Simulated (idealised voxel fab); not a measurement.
The following process module bears the name voxel wiring stack.
Displayed cross-section: cut, width of 240 nm, square cells sized 5 nm.
For the purposes of this document, a cross-section shall be understood as a grid of square cells, specified as bands listed in top-to-bottom order, each band consisting of one or more rows of cells.
A band entry consists of two parts. The first gives the height of the band's top and the height of its bottom, in nm. The rest lists the band's materials from left to right, each with its width in nm. A single material labelled with the word "all across" fills the band from edge to edge, and the word "empty" marks empty space.
Where do heights start? At 0: under that level the wafer as delivered is made of one material only. And the lowest band has no floor; it just carries on downward, as in "0 nm and below".
Note: "30 to 40" means the width goes from the first number (top row of the band) to the second number (bottom row) in equal steps per row of cells.
The cross-section has no changed cell in any step marked "nothing altered".
The list in "Closed void list" covers empty spaces of 8 cells or more that cannot reach the top through any open way, and it gives each as width x height at distance; the distance is from the left edge, and width, height and distance are in nm.
Whatever follows a step's settings on its line is a remark the simulator itself makes about that step.
"overlay nm" on a masked step: distance the mask lay right of its planned place, negative for left.
[Planned process steps]
step 1: RECEIVE | material Si
step 2: CONFORMAL_DEP | material SiO2 | thk nm 15
step 3: DIRECTIONAL_DEP | material TiN | thk nm 5
step 4: DIRECTIONAL_DEP | material Ru | thk nm 15
step 5: PATTERN | tone cover | mask id METAL_1 | material resist | width nm 25 | pitch nm 55 | thk nm 15 | overlay nm 0
step 6: DIRECTIONAL_ETCH | etch materials Ru | depth nm 15
step 7: DIRECTIONAL_ETCH | etch materials TiN | depth nm 5
step 8: STRIP | etch materials resist
step 9: CONFORMAL_DEP | material SiCN | thk nm 5
step 10: FILL_DEP | material lowk | thk nm 5
step 11: CMP | height nm 35
step 12: CONFORMAL_DEP | material SiCN | thk nm 5
step 13: DIRECTIONAL_DEP | material SiO2 | thk nm 30
step 14: DIRECTIONAL_DEP | material aC | thk nm 10
step 15: PATTERN | tone open | mask id METAL_2_HOLES | material resist | width nm 15 | pitch nm 55 | thk nm 25 | overlay nm 0
step 16: DIRECTIONAL_ETCH | etch materials aC | depth nm 10
step 17: STRIP | etch materials resist
step 18: DIRECTIONAL_ETCH | etch materials SiO2 | depth nm 30
step 19: STRIP | etch materials aC
step 20: DIRECTIONAL_DEP | material aC | thk nm 15
step 21: PATTERN | tone open | mask id METAL_2 | material resist | width nm 25 | pitch nm 55 | thk nm 35 | overlay nm 0
step 22: DIRECTIONAL_ETCH | etch materials aC | depth nm 15
step 23: STRIP | etch materials resist
step 24: DIRECTIONAL_ETCH | etch materials SiO2 | depth nm 15
step 25: DIRECTIONAL_ETCH | etch materials SiCN | depth nm 5
step 26: STRIP | etch materials aC
step 27: CONFORMAL_DEP | material TiN | thk nm 5
step 28: FILL_DEP | material Ru | thk nm 5
step 29: CMP | height nm 70
step 30: CONFORMAL_DEP | material SiCN | thk nm 5
[Below: the first of two wafers, run as planned]
[As-received wafer cross-section (after step 1)]
  0 nm and below = Si all across
  Closed void list: none
[Cross-section through the wafer, step 2 finished]
  15 nm to 0 nm = SiO2 all across
  Note: structure below 0 unchanged.
[Cross-section through the wafer, step 3 finished]
  20 nm to 15 nm = TiN all across
  Note: structure below 15 unchanged.
[Cross-section through the wafer, step 4 finished]
  35 nm to 20 nm = Ru all across
  Note: structure below 20 unchanged.
[Cross-section through the wafer, step 5 finished]
  50 nm to 35 nm = empty=50 / resist=25 / empty=30 / resist=25 / empty=30 / resist=25 / empty=55
  Note: structure below 35 unchanged.
[Cross-section through the wafer, step 6 finished]
  50 nm to 35 nm = empty=50 / resist=25 / empty=30 / resist=25 / empty=30 / resist=25 / empty=55
  35 nm to 20 nm = empty=50 / Ru=25 / empty=30 / Ru=25 / empty=30 / Ru=25 / empty=55
  Note: structure below 20 unchanged.
[Cross-section through the wafer, step 7 finished]
  50 nm to 35 nm = empty=50 / resist=25 / empty=30 / resist=25 / empty=30 / resist=25 / empty=55
  35 nm to 20 nm = empty=50 / Ru=25 / empty=30 / Ru=25 / empty=30 / Ru=25 / empty=55
  20 nm to 15 nm = empty=50 / TiN=25 / empty=30 / TiN=25 / empty=30 / TiN=25 / empty=55
  Note: structure below 15 unchanged.
[Cross-section through the wafer, step 8 finished]
  35 nm to 20 nm = empty=50 / Ru=25 / empty=30 / Ru=25 / empty=30 / Ru=25 / empty=55
  Note: structure below 20 unchanged.
[Cross-section through the wafer, step 9 finished]
  40 nm to 35 nm = empty=45 / SiCN=35 / empty=20 / SiCN=35 / empty=20 / SiCN=35 / empty=50
  35 nm to 20 nm = empty=45 / SiCN=5 / Ru=25 / SiCN=5 / empty=20 / SiCN=5 / Ru=25 / SiCN=5 / empty=20 / SiCN=5 / Ru=25 / SiCN=5 / empty=50
  20 nm to 15 nm = SiCN=50 / TiN=25 / SiCN=30 / TiN=25 / SiCN=30 / TiN=25 / SiCN=55
  Note: structure below 15 unchanged.
[Cross-section through the wafer, step 10 finished]
  45 nm to 40 nm = lowk all across
  40 nm to 35 nm = lowk=45 / SiCN=35 / lowk=20 / SiCN=35 / lowk=20 / SiCN=35 / lowk=50
  35 nm to 20 nm = lowk=45 / SiCN=5 / Ru=25 / SiCN=5 / lowk=20 / SiCN=5 / Ru=25 / SiCN=5 / lowk=20 / SiCN=5 / Ru=25 / SiCN=5 / lowk=50
  Note: structure below 20 unchanged.
[Cross-section through the wafer, step 11 finished]
  35 nm to 20 nm = lowk=45 / SiCN=5 / Ru=25 / SiCN=5 / lowk=20 / SiCN=5 / Ru=25 / SiCN=5 / lowk=20 / SiCN=5 / Ru=25 / SiCN=5 / lowk=50
  Note: structure below 20 unchanged.
[Cross-section through the wafer, step 12 finished]
  40 nm to 35 nm = SiCN all across
  Note: structure below 35 unchanged.
[Cross-section through the wafer, step 13 finished]
  70 nm to 40 nm = SiO2 all across
  Note: structure below 40 unchanged.
[Cross-section through the wafer, step 14 finished]
  80 nm to 70 nm = aC all across
  Note: structure below 70 unchanged.
[Cross-section through the wafer, step 15 finished]
  105 nm to 80 nm = resist=50 / empty=15 / resist=40 / empty=15 / resist=40 / empty=15 / resist=65
  Note: structure below 80 unchanged.
[Cross-section through the wafer, step 16 finished]
  95 nm to 80 nm = resist=50 / empty=15 / resist=40 / empty=15 / resist=40 / empty=15 / resist=65
  80 nm to 70 nm = aC=50 / empty=15 / aC=40 / empty=15 / aC=40 / empty=15 / aC=65
  Note: structure below 70 unchanged.
[Cross-section through the wafer, step 17 finished]
  80 nm to 70 nm = aC=50 / empty=15 / aC=40 / empty=15 / aC=40 / empty=15 / aC=65
  Note: structure below 70 unchanged.
[Cross-section through the wafer, step 18 finished]
  80 nm to 70 nm = aC=50 / empty=15 / aC=40 / empty=15 / aC=40 / empty=15 / aC=65
  70 nm to 40 nm = SiO2=50 / empty=15 / SiO2=40 / empty=15 / SiO2=40 / empty=15 / SiO2=65
  Note: structure below 40 unchanged.
[Cross-section through the wafer, step 19 finished]
  70 nm to 40 nm = SiO2=50 / empty=15 / SiO2=40 / empty=15 / SiO2=40 / empty=15 / SiO2=65
  Note: structure below 40 unchanged.
[Cross-section through the wafer, step 20 finished]
  85 nm to 70 nm = aC=50 / empty=15 / aC=40 / empty=15 / aC=40 / empty=15 / aC=65
  70 nm to 55 nm = SiO2=50 / empty=15 / SiO2=40 / empty=15 / SiO2=40 / empty=15 / SiO2=65
  55 nm to 40 nm = SiO2=50 / aC=15 / SiO2=40 / aC=15 / SiO2=40 / aC=15 / SiO2=65
  Note: structure below 40 unchanged.
[Cross-section through the wafer, step 21 finished]
  120 nm to 85 nm = resist=50 / empty=25 / resist=30 / empty=25 / resist=30 / empty=25 / resist=55
  Note: structure below 85 unchanged.
[Cross-section through the wafer, step 22 finished]
  105 nm to 85 nm = resist=50 / empty=25 / resist=30 / empty=25 / resist=30 / empty=25 / resist=55
  85 nm to 70 nm = aC=50 / empty=25 / aC=30 / empty=25 / aC=30 / empty=25 / aC=55
  70 nm to 40 nm = SiO2=50 / empty=15 / SiO2=40 / empty=15 / SiO2=40 / empty=15 / SiO2=65
  Note: structure below 40 unchanged.
[Cross-section through the wafer, step 23 finished]
  85 nm to 70 nm = aC=50 / empty=25 / aC=30 / empty=25 / aC=30 / empty=25 / aC=55
  Note: structure below 70 unchanged.
[Cross-section through the wafer, step 24 finished]
  85 nm to 70 nm = aC=50 / empty=25 / aC=30 / empty=25 / aC=30 / empty=25 / aC=55
  70 nm to 55 nm = SiO2=50 / empty=25 / SiO2=30 / empty=25 / SiO2=30 / empty=25 / SiO2=55
  Note: structure below 55 unchanged.
[Cross-section through the wafer, step 25 finished]
  85 nm to 70 nm = aC=50 / empty=25 / aC=30 / empty=25 / aC=30 / empty=25 / aC=55
  70 nm to 55 nm = SiO2=50 / empty=25 / SiO2=30 / empty=25 / SiO2=30 / empty=25 / SiO2=55
  55 nm to 40 nm = SiO2=50 / empty=15 / SiO2=40 / empty=15 / SiO2=40 / empty=15 / SiO2=65
  40 nm to 35 nm = SiCN=50 / empty=15 / SiCN=40 / empty=15 / SiCN=40 / empty=15 / SiCN=65
  Note: structure below 35 unchanged.
[Cross-section through the wafer, step 26 finished]
  70 nm to 55 nm = SiO2=50 / empty=25 / SiO2=30 / empty=25 / SiO2=30 / empty=25 / SiO2=55
  Note: structure below 55 unchanged.
[Cross-section through the wafer, step 27 finished]
  75 nm to 70 nm = TiN=55 / empty=15 / TiN=40 / empty=15 / TiN=40 / empty=15 / TiN=60
  70 nm to 60 nm = SiO2=50 / TiN=5 / empty=15 / TiN=5 / SiO2=30 / TiN=5 / empty=15 / TiN=5 / SiO2=30 / TiN=5 / empty=15 / TiN=5 / SiO2=55
  60 nm to 55 nm = SiO2=50 / TiN=5 / empty=5 / TiN=15 / SiO2=30 / TiN=5 / empty=5 / TiN=15 / SiO2=30 / TiN=5 / empty=5 / TiN=15 / SiO2=55
  55 nm to 40 nm = SiO2=50 / TiN=5 / empty=5 / TiN=5 / SiO2=40 / TiN=5 / empty=5 / TiN=5 / SiO2=40 / TiN=5 / empty=5 / TiN=5 / SiO2=65
  40 nm to 35 nm = SiCN=50 / TiN=15 / SiCN=40 / TiN=15 / SiCN=40 / TiN=15 / SiCN=65
  Note: structure below 35 unchanged.
[Cross-section through the wafer, step 28 finished]
  80 nm to 75 nm = Ru all across
  75 nm to 70 nm = TiN=55 / Ru=15 / TiN=40 / Ru=15 / TiN=40 / Ru=15 / TiN=60
  70 nm to 60 nm = SiO2=50 / TiN=5 / Ru=15 / TiN=5 / SiO2=30 / TiN=5 / Ru=15 / TiN=5 / SiO2=30 / TiN=5 / Ru=15 / TiN=5 / SiO2=55
  60 nm to 55 nm = SiO2=50 / TiN=5 / Ru=5 / TiN=15 / SiO2=30 / TiN=5 / Ru=5 / TiN=15 / SiO2=30 / TiN=5 / Ru=5 / TiN=15 / SiO2=55
  55 nm to 40 nm = SiO2=50 / TiN=5 / Ru=5 / TiN=5 / SiO2=40 / TiN=5 / Ru=5 / TiN=5 / SiO2=40 / TiN=5 / Ru=5 / TiN=5 / SiO2=65
  Note: structure below 40 unchanged.
[Cross-section through the wafer, step 29 finished]
  70 nm to 60 nm = SiO2=50 / TiN=5 / Ru=15 / TiN=5 / SiO2=30 / TiN=5 / Ru=15 / TiN=5 / SiO2=30 / TiN=5 / Ru=15 / TiN=5 / SiO2=55
  Note: structure below 60 unchanged.
[Cross-section through the wafer, step 30 finished]
  75 nm to 70 nm = SiCN all across
  Note: structure below 70 unchanged.
[The second wafer was prepared from the same starting point and under the same plan as the first; its processing contained one mistake, and it remains indistinguishable from the first wafer up to and including step 3]
[Second wafer: cross-section at the scheduled end of step 4]
  30 nm to 20 nm = Ru all across
  Note: structure below 20 unchanged.
[Second wafer: cross-section at the scheduled end of step 5]
  45 nm to 30 nm = empty=50 / resist=25 / empty=30 / resist=25 / empty=30 / resist=25 / empty=55
  Note: structure below 30 unchanged.
[Second wafer: cross-section at the scheduled end of step 6]
  45 nm to 30 nm = empty=50 / resist=25 / empty=30 / resist=25 / empty=30 / resist=25 / empty=55
  30 nm to 20 nm = empty=50 / Ru=25 / empty=30 / Ru=25 / empty=30 / Ru=25 / empty=55
  Note: structure below 20 unchanged.
[Second wafer: cross-section at the scheduled end of step 7]
  45 nm to 30 nm = empty=50 / resist=25 / empty=30 / resist=25 / empty=30 / resist=25 / empty=55
  30 nm to 20 nm = empty=50 / Ru=25 / empty=30 / Ru=25 / empty=30 / Ru=25 / empty=55
  20 nm to 15 nm = empty=50 / TiN=25 / empty=30 / TiN=25 / empty=30 / TiN=25 / empty=55
  Note: structure below 15 unchanged.
[Second wafer: cross-section at the scheduled end of step 8]
  30 nm to 20 nm = empty=50 / Ru=25 / empty=30 / Ru=25 / empty=30 / Ru=25 / empty=55
  Note: structure below 20 unchanged.
[Second wafer: cross-section at the scheduled end of step 9]
  35 nm to 30 nm = empty=45 / SiCN=35 / empty=20 / SiCN=35 / empty=20 / SiCN=35 / empty=50
  30 nm to 20 nm = empty=45 / SiCN=5 / Ru=25 / SiCN=5 / empty=20 / SiCN=5 / Ru=25 / SiCN=5 / empty=20 / SiCN=5 / Ru=25 / SiCN=5 / empty=50
  20 nm to 15 nm = SiCN=50 / TiN=25 / SiCN=30 / TiN=25 / SiCN=30 / TiN=25 / SiCN=55
  Note: structure below 15 unchanged.
[Second wafer: cross-section at the scheduled end of step 10]
  40 nm to 35 nm = lowk all across
  35 nm to 30 nm = lowk=45 / SiCN=35 / lowk=20 / SiCN=35 / lowk=20 / SiCN=35 / lowk=50
  30 nm to 20 nm = lowk=45 / SiCN=5 / Ru=25 / SiCN=5 / lowk=20 / SiCN=5 / Ru=25 / SiCN=5 / lowk=20 / SiCN=5 / Ru=25 / SiCN=5 / lowk=50
  Note: structure below 20 unchanged.
[Second wafer: cross-section at the scheduled end of step 11]
  35 nm to 30 nm = lowk=45 / SiCN=35 / lowk=20 / SiCN=35 / lowk=20 / SiCN=35 / lowk=50
  Note: structure below 30 unchanged.
[Second wafer: cross-section at the scheduled end of step 12]
  40 nm to 35 nm = SiCN all across
  Note: structure below 35 unchanged.
[Second wafer: cross-section at the scheduled end of step 13]
  70 nm to 40 nm = SiO2 all across
  Note: structure below 40 unchanged.
[Second wafer: cross-section at the scheduled end of step 14]
  80 nm to 70 nm = aC all across
  Note: structure below 70 unchanged.
[Second wafer: cross-section at the scheduled end of step 15]
  105 nm to 80 nm = resist=50 / empty=15 / resist=40 / empty=15 / resist=40 / empty=15 / resist=65
  Note: structure below 80 unchanged.
[Second wafer: cross-section at the scheduled end of step 16]
  95 nm to 80 nm = resist=50 / empty=15 / resist=40 / empty=15 / resist=40 / empty=15 / resist=65
  80 nm to 70 nm = aC=50 / empty=15 / aC=40 / empty=15 / aC=40 / empty=15 / aC=65
  Note: structure below 70 unchanged.
[Second wafer: cross-section at the scheduled end of step 17]
  80 nm to 70 nm = aC=50 / empty=15 / aC=40 / empty=15 / aC=40 / empty=15 / aC=65
  Note: structure below 70 unchanged.
[Second wafer: cross-section at the scheduled end of step 18]
  80 nm to 70 nm = aC=50 / empty=15 / aC=40 / empty=15 / aC=40 / empty=15 / aC=65
  70 nm to 40 nm = SiO2=50 / empty=15 / SiO2=40 / empty=15 / SiO2=40 / empty=15 / SiO2=65
  Note: structure below 40 unchanged.
[Second wafer: cross-section at the scheduled end of step 19]
  70 nm to 40 nm = SiO2=50 / empty=15 / SiO2=40 / empty=15 / SiO2=40 / empty=15 / SiO2=65
  Note: structure below 40 unchanged.
[Second wafer: cross-section at the scheduled end of step 20]
  85 nm to 70 nm = aC=50 / empty=15 / aC=40 / empty=15 / aC=40 / empty=15 / aC=65
  70 nm to 55 nm = SiO2=50 / empty=15 / SiO2=40 / empty=15 / SiO2=40 / empty=15 / SiO2=65
  55 nm to 40 nm = SiO2=50 / aC=15 / SiO2=40 / aC=15 / SiO2=40 / aC=15 / SiO2=65
  Note: structure below 40 unchanged.
[Second wafer: cross-section at the scheduled end of step 21]
  120 nm to 85 nm = resist=50 / empty=25 / resist=30 / empty=25 / resist=30 / empty=25 / resist=55
  Note: structure below 85 unchanged.
[Second wafer: cross-section at the scheduled end of step 22]
  105 nm to 85 nm = resist=50 / empty=25 / resist=30 / empty=25 / resist=30 / empty=25 / resist=55
  85 nm to 70 nm = aC=50 / empty=25 / aC=30 / empty=25 / aC=30 / empty=25 / aC=55
  70 nm to 40 nm = SiO2=50 / empty=15 / SiO2=40 / empty=15 / SiO2=40 / empty=15 / SiO2=65
  Note: structure below 40 unchanged.
[Second wafer: cross-section at the scheduled end of step 23]
  85 nm to 70 nm = aC=50 / empty=25 / aC=30 / empty=25 / aC=30 / empty=25 / aC=55
  Note: structure below 70 unchanged.
[Second wafer: cross-section at the scheduled end of step 24]
  85 nm to 70 nm = aC=50 / empty=25 / aC=30 / empty=25 / aC=30 / empty=25 / aC=55
  70 nm to 55 nm = SiO2=50 / empty=25 / SiO2=30 / empty=25 / SiO2=30 / empty=25 / SiO2=55
  Note: structure below 55 unchanged.
[Second wafer: cross-section at the scheduled end of step 25]
  85 nm to 70 nm = aC=50 / empty=25 / aC=30 / empty=25 / aC=30 / empty=25 / aC=55
  70 nm to 55 nm = SiO2=50 / empty=25 / SiO2=30 / empty=25 / SiO2=30 / empty=25 / SiO2=55
  55 nm to 40 nm = SiO2=50 / empty=15 / SiO2=40 / empty=15 / SiO2=40 / empty=15 / SiO2=65
  40 nm to 35 nm = SiCN=50 / empty=15 / SiCN=40 / empty=15 / SiCN=40 / empty=15 / SiCN=65
  Note: structure below 35 unchanged.
[Second wafer: cross-section at the scheduled end of step 26]
  70 nm to 55 nm = SiO2=50 / empty=25 / SiO2=30 / empty=25 / SiO2=30 / empty=25 / SiO2=55
  Note: structure below 55 unchanged.
[Second wafer: cross-section at the scheduled end of step 27]
  75 nm to 70 nm = TiN=55 / empty=15 / TiN=40 / empty=15 / TiN=40 / empty=15 / TiN=60
  70 nm to 60 nm = SiO2=50 / TiN=5 / empty=15 / TiN=5 / SiO2=30 / TiN=5 / empty=15 / TiN=5 / SiO2=30 / TiN=5 / empty=15 / TiN=5 / SiO2=55
  60 nm to 55 nm = SiO2=50 / TiN=5 / empty=5 / TiN=15 / SiO2=30 / TiN=5 / empty=5 / TiN=15 / SiO2=30 / TiN=5 / empty=5 / TiN=15 / SiO2=55
  55 nm to 40 nm = SiO2=50 / TiN=5 / empty=5 / TiN=5 / SiO2=40 / TiN=5 / empty=5 / TiN=5 / SiO2=40 / TiN=5 / empty=5 / TiN=5 / SiO2=65
  40 nm to 35 nm = SiCN=50 / TiN=15 / SiCN=40 / TiN=15 / SiCN=40 / TiN=15 / SiCN=65
  Note: structure below 35 unchanged.
[Second wafer: cross-section at the scheduled end of step 28]
  80 nm to 75 nm = Ru all across
  75 nm to 70 nm = TiN=55 / Ru=15 / TiN=40 / Ru=15 / TiN=40 / Ru=15 / TiN=60
  70 nm to 60 nm = SiO2=50 / TiN=5 / Ru=15 / TiN=5 / SiO2=30 / TiN=5 / Ru=15 / TiN=5 / SiO2=30 / TiN=5 / Ru=15 / TiN=5 / SiO2=55
  60 nm to 55 nm = SiO2=50 / TiN=5 / Ru=5 / TiN=15 / SiO2=30 / TiN=5 / Ru=5 / TiN=15 / SiO2=30 / TiN=5 / Ru=5 / TiN=15 / SiO2=55
  55 nm to 40 nm = SiO2=50 / TiN=5 / Ru=5 / TiN=5 / SiO2=40 / TiN=5 / Ru=5 / TiN=5 / SiO2=40 / TiN=5 / Ru=5 / TiN=5 / SiO2=65
  Note: structure below 40 unchanged.
[Second wafer: cross-section at the scheduled end of step 29]
  70 nm to 60 nm = SiO2=50 / TiN=5 / Ru=15 / TiN=5 / SiO2=30 / TiN=5 / Ru=15 / TiN=5 / SiO2=30 / TiN=5 / Ru=15 / TiN=5 / SiO2=55
  Note: structure below 60 unchanged.
[Second wafer: cross-section at the scheduled end of step 30]
  75 nm to 70 nm = SiCN all across
  Note: structure below 70 unchanged.
So what did we get wrong on this run? step 4 went in with a setting other than planned; the actual run was DIRECTIONAL_DEP | material Ru | thk nm 10
At the finish, the second wafer shows more or fewer cells for some materials than the first does: -15 Ru | +15 SiCN
